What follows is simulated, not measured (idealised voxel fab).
The following is a process module called voxel self aligned vias.
Shown is cross-section cut, with a width of 285 nm and square cells of size 5 nm.
A cross-section in this document is a grid of square cells, and it is written down as bands, the top band listed before the ones below it; a band is made up of one or more rows of cells. Top height, bottom height, nm. Materials left to right, width each, nm. Single material + "everywhere" = fills band edge to edge. "air" = empty. Where do heights start? At 0: under that level the wafer as delivered is made of one material only. And the lowest band has no floor; it just carries on downward, as in "from 0 down". Width: "30 to 40" (first number = top row, second number = bottom row, same change from row to row of cells). "no change occurred" after a step means that no cell of the cross-section changed. This entry, "Voids, fully enclosed", enumerates those empty regions of no fewer than 8 cells that possess no open connection to the top. Each region is reported in the form width x height at distance, the distance being taken from the left edge, with all three quantities expressed in nm. It should be noted that, on the line of a given step, the content following the step's settings is a remark produced by the simulator itself with respect to that step. If you see "overlay nm" on a step's line and that step has a mask, it's telling you how far right of where it was planned the mask ended up; a negative number means it went left instead.

-- plan
| 1 | RECEIVE, material Si |
| 2 | CONFORMAL_DEP, material SiO2, thk nm 15 |
| 3 | CONFORMAL_DEP, material SiCN, thk nm 5 |
| 4 | DIRECTIONAL_DEP, material lowk, thk nm 25 |
| 5 | MASKED_ETCH, tone open, mask id LINES, width nm 30, pitch nm 60, etch materials lowk, depth nm 25, overlay nm 0 |
| 6 | CONFORMAL_DEP, material TiN, thk nm 5 |
| 7 | FILL_DEP, material W, thk nm 10 |
| 8 | CMP, height nm 45 |
| 9 | SELECTIVE_ETCH, etch materials W Ru TiN, depth nm 5 |
| 10 | FILL_DEP, material SiN, thk nm 5 |
| 11 | CMP, height nm 45 |
| 12 | DIRECTIONAL_DEP, material lowk, thk nm 20 |
| 13 | MASKED_ETCH, tone open, mask id VIAS, width nm 40, pitch nm 60, etch materials lowk, depth nm 20, overlay nm 0 |
| 14 | MASKED_ETCH, tone open, mask id VIAS, width nm 40, pitch nm 60, etch materials SiN, depth nm 5, overlay nm 0 |
| 15 | CONFORMAL_DEP, material TiN, thk nm 5 |
| 16 | FILL_DEP, material Cu, thk nm 5 |
| 17 | CMP, height nm 65 |
| 18 | CONFORMAL_DEP, material SiCN, thk nm 5 |

-- Step 1 complete: cross-section of the wafer as received
- from 0 down = Si everywhere
- Voids, fully enclosed: none

-- Wafer cross-section at end of module: start and plan as shown above, one execution error
- from 70 to 65 = SiCN everywhere
- from 65 to 45 = 60 nm lowk, then 5 nm TiN, then 30 nm Cu, then 5 nm TiN, then 20 nm lowk, then 5 nm TiN, then 30 nm Cu, then 5 nm TiN, then 20 nm lowk, then 5 nm TiN, then 30 nm Cu, then 5 nm TiN, then 65 nm lowk
- from 45 to 40 = 60 nm lowk, then 40 nm TiN, then 20 nm lowk, then 40 nm TiN, then 20 nm lowk, then 40 nm TiN, then 65 nm lowk
- from 40 to 25 = 60 nm lowk, then 5 nm TiN, then 30 nm W, then 5 nm TiN, then 20 nm lowk, then 5 nm TiN, then 30 nm W, then 5 nm TiN, then 20 nm lowk, then 5 nm TiN, then 30 nm W, then 5 nm TiN, then 65 nm lowk
- from 25 to 20 = 60 nm lowk, then 40 nm TiN, then 20 nm lowk, then 40 nm TiN, then 20 nm lowk, then 40 nm TiN, then 65 nm lowk
- from 20 to 15 = SiCN everywhere
- from 15 to 0 = SiO2 everywhere
- from 0 down = Si everywhere
- Voids, fully enclosed: none
what went wrong: step 5 changed vs plan, executed as MASKED_ETCH, tone open, mask id LINES, width nm 40, pitch nm 60, etch materials lowk, depth nm 25, overlay nm 0
